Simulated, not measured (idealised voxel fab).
A process module follows: voxel released beams.
We display cut, a cross-section 230 nm in width whose square cells are each 5 nm.
In this document a cross-section is written as a grid of square cells. It is given as a series of bands, listed from the top down, and a band is one or more rows of cells.
Basically the band line says how high the top is and how high the bottom is, in nm, and then what's in it from left to right, every material with its width in nm. Empty space shows up as "blank", and if a single material carries "edge to edge" it runs the full band edge to edge.
Beneath 0, the wafer as received is one material, and that level is where height counting begins. The lowest band goes on downward without a bottom; it is written like "0..down".
The two numbers in a width such as "30->40" mark its ends across the band: the first belongs to the top row of cells, the second to the bottom row, and from each row to the next the width moves by the same amount.
"remained unchanged" -> step changed no cross-section cell.
Empty spaces counting at least 8 cells and having no open way to the top are listed in "Non-vented voids". The notation width x height at distance is used for each, the distance being from the left edge and all three values in nm.
It should be noted that, on the line of a given step, the content following the step's settings is a remark produced by the simulator itself with respect to that step.
For masked steps, "overlay nm" on the step line gives how far right of plan the mask actually lay; a minus sign means it lay to the left.
## Listed below are the process steps as planned
1,RECEIVE, material Si
2,CONFORMAL_DEP, material SiN, thk nm 10
3,DIRECTIONAL_DEP, material SiO2, thk nm 20
4,PATTERN, tone open, mask id ANCHOR, material resist, width nm 25, thk nm 15, overlay nm 0
5,DIRECTIONAL_ETCH, etch materials SiO2, depth nm 20
6,STRIP, etch materials resist
7,CONFORMAL_DEP, material polySi, thk nm 10
8,PATTERN, tone cover, mask id BEAM, material resist, width nm 90, thk nm 20, overlay nm 0
9,DIRECTIONAL_ETCH, etch materials polySi, depth nm 10
10,STRIP, etch materials resist
11,STRIP, etch materials SiO2
## Wafer, first of two, run as planned
## Wafer as received: cross-section following step 1
	0..down = Si edge to edge
	Non-vented voids: none
## Sectional view: wafer, after step 2
	10..0 = SiN edge to edge
	For the remainder of the cross-section, below 0, there is no change.
## Sectional view: wafer, after step 3
	30..10 = SiO2 edge to edge
	For the remainder of the cross-section, below 10, there is no change.
## Sectional view: wafer, after step 4
	45..30 = resist (70) / blank (25) / resist (135)
	For the remainder of the cross-section, below 30, there is no change.
## Sectional view: wafer, after step 5
	45..30 = resist (70) / blank (25) / resist (135)
	30..10 = SiO2 (70) / blank (25) / SiO2 (135)
	For the remainder of the cross-section, below 10, there is no change.
## Sectional view: wafer, after step 6
	30..10 = SiO2 (70) / blank (25) / SiO2 (135)
	For the remainder of the cross-section, below 10, there is no change.
## Sectional view: wafer, after step 7
	40..30 = polySi (80) / blank (5) / polySi (145)
	30..20 = SiO2 (70) / polySi (10) / blank (5) / polySi (10) / SiO2 (135)
	20..10 = SiO2 (70) / polySi (25) / SiO2 (135)
	For the remainder of the cross-section, below 10, there is no change.
## Sectional view: wafer, after step 8
	60..40 = blank (65) / resist (90) / blank (75)
	40..30 = polySi (80) / resist (5) / polySi (145)
	30..20 = SiO2 (70) / polySi (10) / resist (5) / polySi (10) / SiO2 (135)
	For the remainder of the cross-section, below 20, there is no change.
## Sectional view: wafer, after step 9
	60..40 = blank (65) / resist (90) / blank (75)
	40..30 = blank (65) / polySi (15) / resist (5) / polySi (70) / blank (75)
	For the remainder of the cross-section, below 30, there is no change.
## Sectional view: wafer, after step 10
	40..30 = blank (65) / polySi (15) / blank (5) / polySi (70) / blank (75)
	30..20 = SiO2 (70) / polySi (10) / blank (5) / polySi (10) / SiO2 (135)
	For the remainder of the cross-section, below 20, there is no change.
## Sectional view: wafer, after step 11
	40..30 = blank (65) / polySi (15) / blank (5) / polySi (70) / blank (75)
	30..20 = blank (70) / polySi (10) / blank (5) / polySi (10) / blank (135)
	20..10 = blank (70) / polySi (25) / blank (135)
	For the remainder of the cross-section, below 10, there is no change.
## Here the second wafer is described. Its start and its plan were those of the first wafer. Its run contained one mistake. Up to and including step 1, it did exactly what the first wafer did
## Second wafer, cut view, end of step 2 per plan
	20..0 = SiO2 edge to edge
	For the remainder of the cross-section, below 0, there is no change.
## Second wafer, cut view, end of step 3 per plan
	30..20 = SiN edge to edge
	For the remainder of the cross-section, below 20, there is no change.
## Second wafer, cut view, end of step 4 per plan
	45..30 = resist (70) / blank (25) / resist (135)
	For the remainder of the cross-section, below 30, there is no change.
Second wafer, cut view, end of step 5 per plan: remained unchanged
## Second wafer, cut view, end of step 6 per plan
	30..20 = SiN edge to edge
	For the remainder of the cross-section, below 20, there is no change.
## Second wafer, cut view, end of step 7 per plan
	40..30 = polySi edge to edge
	For the remainder of the cross-section, below 30, there is no change.
## Second wafer, cut view, end of step 8 per plan
	60..40 = blank (65) / resist (90) / blank (75)
	For the remainder of the cross-section, below 40, there is no change.
## Second wafer, cut view, end of step 9 per plan
	60..40 = blank (65) / resist (90) / blank (75)
	40..30 = blank (65) / polySi (90) / blank (75)
	For the remainder of the cross-section, below 30, there is no change.
## Second wafer, cut view, end of step 10 per plan
	40..30 = blank (65) / polySi (90) / blank (75)
	For the remainder of the cross-section, below 30, there is no change.
Second wafer, cut view, end of step 11 per plan: remained unchanged
Run error: mixed up steps 2 and 3 - ran each in the other's place
End check, counted in cells, second wafer has more or fewer of these materials than the first: SiO2 +184, polySi -16
